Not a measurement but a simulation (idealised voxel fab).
A process module follows: voxel self aligned vias.
Cross-section cut: width 155 nm, square cells of 5 nm.
Cross-section spec: square-cell grid; bands listed top down; each band is one or more rows. Band: top height; bottom height; in nm. Then, left to right: material with width in nm, for each material. "all across": a single material spanning edge to edge. "air": empty space. The reference from which all heights are counted is 0, the level beneath which the as-received wafer is entirely one material; the lowest band, having no lower bound, proceeds downward and is written after the example "0 nm and below". The width entry "30->40" should be interpreted row by row: the top row of cells in the band takes the first number, the bottom row takes the second number, and the change between adjacent rows is uniform throughout. "no modification" (step): cross-section cells unchanged, all of them. Empty spaces counting at least 8 cells and having no open way to the top are listed in "Fully closed voids". The notation width x height at distance is used for each, the distance being from the left edge and all three values in nm. Where a step's line continues beyond its settings, the continuation is a remark by the simulator itself on that step. overlay nm: step with mask; distance mask lay right of planned place; negative value = left of planned place.

THIS SECTION LISTS THE PROCESS STEPS THAT WERE PLANNED
1: RECEIVE (material Si)
2: CONFORMAL_DEP (material SiO2; thk nm 15)
3: CONFORMAL_DEP (material SiCN; thk nm 5)
4: DIRECTIONAL_DEP (material lowk; thk nm 30)
5: DIRECTIONAL_DEP (material aC; thk nm 15)
6: PATTERN (tone open; mask id LINES; material resist; width nm 25; pitch nm 75; thk nm 35; overlay nm 0)
7: DIRECTIONAL_ETCH (etch materials aC; depth nm 15)
8: STRIP (etch materials resist)
9: DIRECTIONAL_ETCH (etch materials lowk; depth nm 30)
10: STRIP (etch materials aC)
11: CONFORMAL_DEP (material TiN; thk nm 5)
12: FILL_DEP (material Ru; thk nm 5)
13: CMP (height nm 50)
14: SELECTIVE_ETCH (etch materials W Ru TiN; depth nm 5)
15: FILL_DEP (material SiN; thk nm 10)
16: CMP (height nm 50)
17: DIRECTIONAL_DEP (material lowk; thk nm 20)
18: DIRECTIONAL_DEP (material aC; thk nm 10)
19: PATTERN (tone open; mask id VIAS; material resist; width nm 45; pitch nm 75; thk nm 30; overlay nm 0)
20: DIRECTIONAL_ETCH (etch materials aC; depth nm 10)
21: STRIP (etch materials resist)
22: DIRECTIONAL_ETCH (etch materials lowk; depth nm 20)
23: DIRECTIONAL_ETCH (etch materials SiN; depth nm 5)
24: STRIP (etch materials aC)
25: CONFORMAL_DEP (material TiN; thk nm 5)
26: FILL_DEP (material Ru; thk nm 10)
27: CMP (height nm 70)
28: CONFORMAL_DEP (material SiCN; thk nm 5)

CROSS-SECTION, INCOMING MATERIAL, AFTER STEP 1
0 nm and below: Si all across
Fully closed voids: none

THE FIRST OF THE TWO WAFERS AS SEEN IN CROSS-SECTION ONCE THE MODULE WAS FINISHED; PROCESSING FOLLOWED THE PLAN
75 nm to 70 nm: SiCN all across
70 nm to 55 nm: lowk 15 / TiN 5 / Ru 35 / TiN 5 / lowk 30 / TiN 5 / Ru 35 / TiN 5 / lowk 20
55 nm to 50 nm: lowk 15 / TiN 15 / Ru 15 / TiN 15 / lowk 30 / TiN 15 / Ru 15 / TiN 15 / lowk 20
50 nm to 45 nm: lowk 25 / TiN 25 / lowk 50 / TiN 25 / lowk 30
45 nm to 25 nm: lowk 25 / TiN 5 / Ru 15 / TiN 5 / lowk 50 / TiN 5 / Ru 15 / TiN 5 / lowk 30
25 nm to 20 nm: lowk 25 / TiN 25 / lowk 50 / TiN 25 / lowk 30
20 nm to 15 nm: SiCN all across
15 nm to 0 nm: SiO2 all across
0 nm and below: Si all across
Fully closed voids: none

CROSS-SECTION, WAFER TWO OF TWO, END OF MODULE: SAME START AND PLAN AS WAFER ONE, ONE ERROR IN EXECUTION
75 nm to 70 nm: SiCN all across
70 nm to 50 nm: lowk 15 / TiN 5 / Ru 35 / TiN 5 / lowk 30 / TiN 5 / Ru 35 / TiN 5 / lowk 20
50 nm to 45 nm: SiN 15 / TiN 45 / SiN 30 / TiN 45 / SiN 20
45 nm to 20 nm: lowk 25 / TiN 5 / Ru 15 / TiN 5 / lowk 50 / TiN 5 / Ru 15 / TiN 5 / lowk 30
20 nm to 15 nm: lowk 25 / TiN 25 / lowk 50 / TiN 25 / lowk 30
15 nm to 0 nm: SiO2 all across
0 nm and below: Si all across
Fully closed voids: none
Short version of what went wrong: step 3 of the plan never got run, it was skipped over
Looking at both finished wafers in cells, the second ends up ahead of or behind the first on some materials: Ru +14 | SiCN -31 | SiN +13 | TiN +4
